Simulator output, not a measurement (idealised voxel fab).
Name of the process module below: voxel wiring stack
The cross-section shown here is cut; it is 260 nm wide and divided into square cells measuring 5 nm on a side.
Cross-section, as written here: a square-cell grid given band by band from the top down, where a band holds one or more rows of cells.
Heads up on the band format: heights come first, top then bottom, in nm. After that it's the materials left to right, each with its width in nm. A single material flagged "edge to edge" fills the whole band edge to edge, and "blank" means there's empty space there.
Where do heights start? At 0: under that level the wafer as delivered is made of one material only. And the lowest band has no floor; it just carries on downward, as in "top 0, no bottom".
The width entry "30->40" should be interpreted row by row: the top row of cells in the band takes the first number, the bottom row takes the second number, and the change between adjacent rows is uniform throughout.
"nothing got changed" after a step means that no cell of the cross-section changed.
The list in "Enclosed cavity list" covers empty spaces of 8 cells or more that cannot reach the top through any open way, and it gives each as width x height at distance; the distance is from the left edge, and width, height and distance are in nm.
Heads up: the bit after the settings on a step's line is the simulator's remark on that step.
overlay nm: mask right of planned place by this much (step with mask). Neg. = left.

**The process steps that were planned are listed below**
| 1 | RECEIVE [material Si] |
| 2 | CONFORMAL_DEP [material SiO2] [thk nm 10] |
| 3 | CONFORMAL_DEP [material SiCN] [thk nm 5] |
| 4 | DIRECTIONAL_DEP [material lowk] [thk nm 20] |
| 5 | PATTERN [tone open] [mask id METAL_1] [material resist] [width nm 30] [pitch nm 55] [thk nm 15] [overlay nm 0] |
| 6 | DIRECTIONAL_ETCH [etch materials lowk] [depth nm 20] |
| 7 | DIRECTIONAL_ETCH [etch materials SiCN] [depth nm 5] |
| 8 | STRIP [etch materials resist] |
| 9 | CONFORMAL_DEP [material TiN] [thk nm 5] |
| 10 | FILL_DEP [material W] [thk nm 5] |
| 11 | CMP [height nm 35] |
| 12 | CONFORMAL_DEP [material SiCN] [thk nm 5] |
| 13 | DIRECTIONAL_DEP [material SiO2] [thk nm 30] |
| 14 | PATTERN [tone open] [mask id METAL_2] [material resist] [width nm 30] [pitch nm 55] [thk nm 15] [overlay nm 0] |
| 15 | DIRECTIONAL_ETCH [etch materials SiO2] [depth nm 15] |
| 16 | STRIP [etch materials resist] |
| 17 | DIRECTIONAL_DEP [material aC] [thk nm 15] |
| 18 | PATTERN [tone open] [mask id METAL_2_HOLES] [material resist] [width nm 15] [pitch nm 110] [thk nm 30] [overlay nm 0] |
| 19 | DIRECTIONAL_ETCH [etch materials aC] [depth nm 15] |
| 20 | STRIP [etch materials resist] |
| 21 | DIRECTIONAL_ETCH [etch materials SiO2] [depth nm 15] |
| 22 | DIRECTIONAL_ETCH [etch materials SiCN] [depth nm 5] |
| 23 | STRIP [etch materials aC] |
| 24 | CONFORMAL_DEP [material TiN] [thk nm 5] |
| 25 | FILL_DEP [material Ru] [thk nm 5] |
| 26 | CMP [height nm 70] |
| 27 | CONFORMAL_DEP [material SiCN] [thk nm 5] |

**First of two wafers - as planned**

**Cross-section of the wafer as it came to us, i.e., already through step 1**
    top 0, no bottom  Si edge to edge
    Enclosed cavity list: none

**How the wafer stands in section after step 2**
    top 10, bottom 0  SiO2 edge to edge
    below 0: unchanged

**How the wafer stands in section after step 3**
    top 15, bottom 10  SiCN edge to edge
    below 10: unchanged

**How the wafer stands in section after step 4**
    top 35, bottom 15  lowk edge to edge
    below 15: unchanged

**How the wafer stands in section after step 5**
    top 50, bottom 35  resist 60  blank 30  resist 25  blank 30  resist 25  blank 30  resist 60
    below 35: unchanged

**How the wafer stands in section after step 6**
    top 50, bottom 35  resist 60  blank 30  resist 25  blank 30  resist 25  blank 30  resist 60
    top 35, bottom 15  lowk 60  blank 30  lowk 25  blank 30  lowk 25  blank 30  lowk 60
    below 15: unchanged

**How the wafer stands in section after step 7**
    top 50, bottom 35  resist 60  blank 30  resist 25  blank 30  resist 25  blank 30  resist 60
    top 35, bottom 15  lowk 60  blank 30  lowk 25  blank 30  lowk 25  blank 30  lowk 60
    top 15, bottom 10  SiCN 60  blank 30  SiCN 25  blank 30  SiCN 25  blank 30  SiCN 60
    below 10: unchanged

**How the wafer stands in section after step 8**
    top 35, bottom 15  lowk 60  blank 30  lowk 25  blank 30  lowk 25  blank 30  lowk 60
    below 15: unchanged

**How the wafer stands in section after step 9**
    top 40, bottom 35  TiN 65  blank 20  TiN 35  blank 20  TiN 35  blank 20  TiN 65
    top 35, bottom 15  lowk 60  TiN 5  blank 20  TiN 5  lowk 25  TiN 5  blank 20  TiN 5  lowk 25  TiN 5  blank 20  TiN 5  lowk 60
    top 15, bottom 10  SiCN 60  TiN 30  SiCN 25  TiN 30  SiCN 25  TiN 30  SiCN 60
    below 10: unchanged

**How the wafer stands in section after step 10**
    top 45, bottom 40  W edge to edge
    top 40, bottom 35  TiN 65  W 20  TiN 35  W 20  TiN 35  W 20  TiN 65
    top 35, bottom 15  lowk 60  TiN 5  W 20  TiN 5  lowk 25  TiN 5  W 20  TiN 5  lowk 25  TiN 5  W 20  TiN 5  lowk 60
    below 15: unchanged

**How the wafer stands in section after step 11**
    top 35, bottom 15  lowk 60  TiN 5  W 20  TiN 5  lowk 25  TiN 5  W 20  TiN 5  lowk 25  TiN 5  W 20  TiN 5  lowk 60
    below 15: unchanged

**How the wafer stands in section after step 12**
    top 40, bottom 35  SiCN edge to edge
    below 35: unchanged

**How the wafer stands in section after step 13**
    top 70, bottom 40  SiO2 edge to edge
    below 40: unchanged

**How the wafer stands in section after step 14**
    top 85, bottom 70  resist 60  blank 30  resist 25  blank 30  resist 25  blank 30  resist 60
    below 70: unchanged

**How the wafer stands in section after step 15**
    top 85, bottom 70  resist 60  blank 30  resist 25  blank 30  resist 25  blank 30  resist 60
    top 70, bottom 55  SiO2 60  blank 30  SiO2 25  blank 30  SiO2 25  blank 30  SiO2 60
    below 55: unchanged

**How the wafer stands in section after step 16**
    top 70, bottom 55  SiO2 60  blank 30  SiO2 25  blank 30  SiO2 25  blank 30  SiO2 60
    below 55: unchanged

**How the wafer stands in section after step 17**
    top 85, bottom 70  aC 60  blank 30  aC 25  blank 30  aC 25  blank 30  aC 60
    top 70, bottom 55  SiO2 60  aC 30  SiO2 25  aC 30  SiO2 25  aC 30  SiO2 60
    below 55: unchanged

**How the wafer stands in section after step 18**
    top 115, bottom 85  resist 60  blank 15  resist 95  blank 15  resist 75
    top 85, bottom 70  aC 60  blank 15  resist 15  aC 25  resist 30  aC 25  blank 15  resist 15  aC 60
    below 70: unchanged

**How the wafer stands in section after step 19**
    top 100, bottom 85  resist 60  blank 15  resist 95  blank 15  resist 75
    top 85, bottom 70  aC 60  blank 15  resist 15  aC 25  resist 30  aC 25  blank 15  resist 15  aC 60
    top 70, bottom 55  SiO2 60  blank 15  aC 15  SiO2 25  aC 30  SiO2 25  blank 15  aC 15  SiO2 60
    below 55: unchanged

**How the wafer stands in section after step 20**
    top 85, bottom 70  aC 60  blank 30  aC 25  blank 30  aC 25  blank 30  aC 60
    below 70: unchanged

**How the wafer stands in section after step 21**
    top 85, bottom 70  aC 60  blank 30  aC 25  blank 30  aC 25  blank 30  aC 60
    top 70, bottom 55  SiO2 60  blank 15  aC 15  SiO2 25  aC 30  SiO2 25  blank 15  aC 15  SiO2 60
    top 55, bottom 40  SiO2 60  blank 15  SiO2 95  blank 15  SiO2 75
    below 40: unchanged

**How the wafer stands in section after step 22**
    top 85, bottom 70  aC 60  blank 30  aC 25  blank 30  aC 25  blank 30  aC 60
    top 70, bottom 55  SiO2 60  blank 15  aC 15  SiO2 25  aC 30  SiO2 25  blank 15  aC 15  SiO2 60
    top 55, bottom 40  SiO2 60  blank 15  SiO2 95  blank 15  SiO2 75
    top 40, bottom 35  SiCN 60  blank 15  SiCN 95  blank 15  SiCN 75
    below 35: unchanged

**How the wafer stands in section after step 23**
    top 70, bottom 55  SiO2 60  blank 30  SiO2 25  blank 30  SiO2 25  blank 30  SiO2 60
    below 55: unchanged

**How the wafer stands in section after step 24**
    top 75, bottom 70  TiN 65  blank 20  TiN 35  blank 20  TiN 35  blank 20  TiN 65
    top 70, bottom 60  SiO2 60  TiN 5  blank 20  TiN 5  SiO2 25  TiN 5  blank 20  TiN 5  SiO2 25  TiN 5  blank 20  TiN 5  SiO2 60
    top 60, bottom 55  SiO2 60  TiN 5  blank 5  TiN 20  SiO2 25  TiN 30  SiO2 25  TiN 5  blank 5  TiN 20  SiO2 60
    top 55, bottom 40  SiO2 60  TiN 5  blank 5  TiN 5  SiO2 95  TiN 5  blank 5  TiN 5  SiO2 75
    top 40, bottom 35  SiCN 60  TiN 15  SiCN 95  TiN 15  SiCN 75
    below 35: unchanged

**How the wafer stands in section after step 25**
    top 80, bottom 75  Ru edge to edge
    top 75, bottom 70  TiN 65  Ru 20  TiN 35  Ru 20  TiN 35  Ru 20  TiN 65
    top 70, bottom 60  SiO2 60  TiN 5  Ru 20  TiN 5  SiO2 25  TiN 5  Ru 20  TiN 5  SiO2 25  TiN 5  Ru 20  TiN 5  SiO2 60
    top 60, bottom 55  SiO2 60  TiN 5  Ru 5  TiN 20  SiO2 25  TiN 30  SiO2 25  TiN 5  Ru 5  TiN 20  SiO2 60
    top 55, bottom 40  SiO2 60  TiN 5  Ru 5  TiN 5  SiO2 95  TiN 5  Ru 5  TiN 5  SiO2 75
    below 40: unchanged

**How the wafer stands in section after step 26**
    top 70, bottom 60  SiO2 60  TiN 5  Ru 20  TiN 5  SiO2 25  TiN 5  Ru 20  TiN 5  SiO2 25  TiN 5  Ru 20  TiN 5  SiO2 60
    below 60: unchanged

**How the wafer stands in section after step 27**
    top 75, bottom 70  SiCN edge to edge
    below 70: unchanged

**The remaining wafer, second of the two, started like the first and was run to the same plan, except that one mistake was made along the way; the two coincide through step 13, inclusive**

**Cross-section of the second wafer when, according to plan, step 14 should have finished**
    top 85, bottom 70  blank 60  resist 30  blank 25  resist 30  blank 25  resist 30  blank 60
    below 70: unchanged

**Cross-section of the second wafer when, according to plan, step 15 should have finished**
    top 85, bottom 70  blank 60  resist 30  blank 25  resist 30  blank 25  resist 30  blank 60
    top 70, bottom 55  blank 60  SiO2 30  blank 25  SiO2 30  blank 25  SiO2 30  blank 60
    below 55: unchanged

**Cross-section of the second wafer when, according to plan, step 16 should have finished**
    top 70, bottom 55  blank 60  SiO2 30  blank 25  SiO2 30  blank 25  SiO2 30  blank 60
    below 55: unchanged

**Cross-section of the second wafer when, according to plan, step 17 should have finished**
    top 85, bottom 70  blank 60  aC 30  blank 25  aC 30  blank 25  aC 30  blank 60
    top 70, bottom 55  aC 60  SiO2 30  aC 25  SiO2 30  aC 25  SiO2 30  aC 60
    below 55: unchanged

**Cross-section of the second wafer when, according to plan, step 18 should have finished**
    top 115, bottom 85  resist 60  blank 15  resist 95  blank 15  resist 75
    top 85, bottom 70  resist 60  aC 30  resist 25  aC 30  resist 25  aC 30  resist 60
    below 70: unchanged

**Cross-section of the second wafer when, according to plan, step 19 should have finished**
    top 100, bottom 85  resist 60  blank 15  resist 95  blank 15  resist 75
    top 85, bottom 70  resist 60  blank 15  aC 15  resist 25  aC 30  resist 25  blank 15  aC 15  resist 60
    below 70: unchanged

**Cross-section of the second wafer when, according to plan, step 20 should have finished**
    top 85, bottom 70  blank 75  aC 15  blank 25  aC 30  blank 40  aC 15  blank 60
    below 70: unchanged

**Cross-section of the second wafer when, according to plan, step 21 should have finished**
    top 85, bottom 70  blank 75  aC 15  blank 25  aC 30  blank 40  aC 15  blank 60
    top 70, bottom 55  aC 60  blank 15  SiO2 15  aC 25  SiO2 30  aC 25  blank 15  SiO2 15  aC 60
    below 55: unchanged

Cross-section of the second wafer when, according to plan, step 22 should have finished: nothing got changed

**Cross-section of the second wafer when, according to plan, step 23 should have finished**
    top 70, bottom 55  blank 75  SiO2 15  blank 25  SiO2 30  blank 40  SiO2 15  blank 60
    below 55: unchanged

**Cross-section of the second wafer when, according to plan, step 24 should have finished**
    top 75, bottom 70  blank 70  TiN 25  blank 15  TiN 40  blank 30  TiN 25  blank 55
    top 70, bottom 60  blank 70  TiN 5  SiO2 15  TiN 5  blank 15  TiN 5  SiO2 30  TiN 5  blank 30  TiN 5  SiO2 15  TiN 5  blank 55
    top 60, bottom 55  TiN 75  SiO2 15  TiN 25  SiO2 30  TiN 40  SiO2 15  TiN 60
    below 55: unchanged

**Cross-section of the second wafer when, according to plan, step 25 should have finished**
    top 80, bottom 75  Ru edge to edge
    top 75, bottom 70  Ru 70  TiN 25  Ru 15  TiN 40  Ru 30  TiN 25  Ru 55
    top 70, bottom 60  Ru 70  TiN 5  SiO2 15  TiN 5  Ru 15  TiN 5  SiO2 30  TiN 5  Ru 30  TiN 5  SiO2 15  TiN 5  Ru 55
    below 60: unchanged

**Cross-section of the second wafer when, according to plan, step 26 should have finished**
    top 70, bottom 60  Ru 70  TiN 5  SiO2 15  TiN 5  Ru 15  TiN 5  SiO2 30  TiN 5  Ru 30  TiN 5  SiO2 15  TiN 5  Ru 55
    below 60: unchanged

**Cross-section of the second wafer when, according to plan, step 27 should have finished**
    top 75, bottom 70  SiCN edge to edge
    below 70: unchanged
Where did the run depart from the plan? note that step 14 departed from the planned setting and was carried out as PATTERN [tone cover] [mask id METAL_2] [material resist] [width nm 30] [pitch nm 55] [thk nm 15] [overlay nm 0]
Cell-count delta at end, second wafer over first, by material: 36 more of Ru, 6 more of SiCN, 48 fewer of SiO2, 6 more of TiN
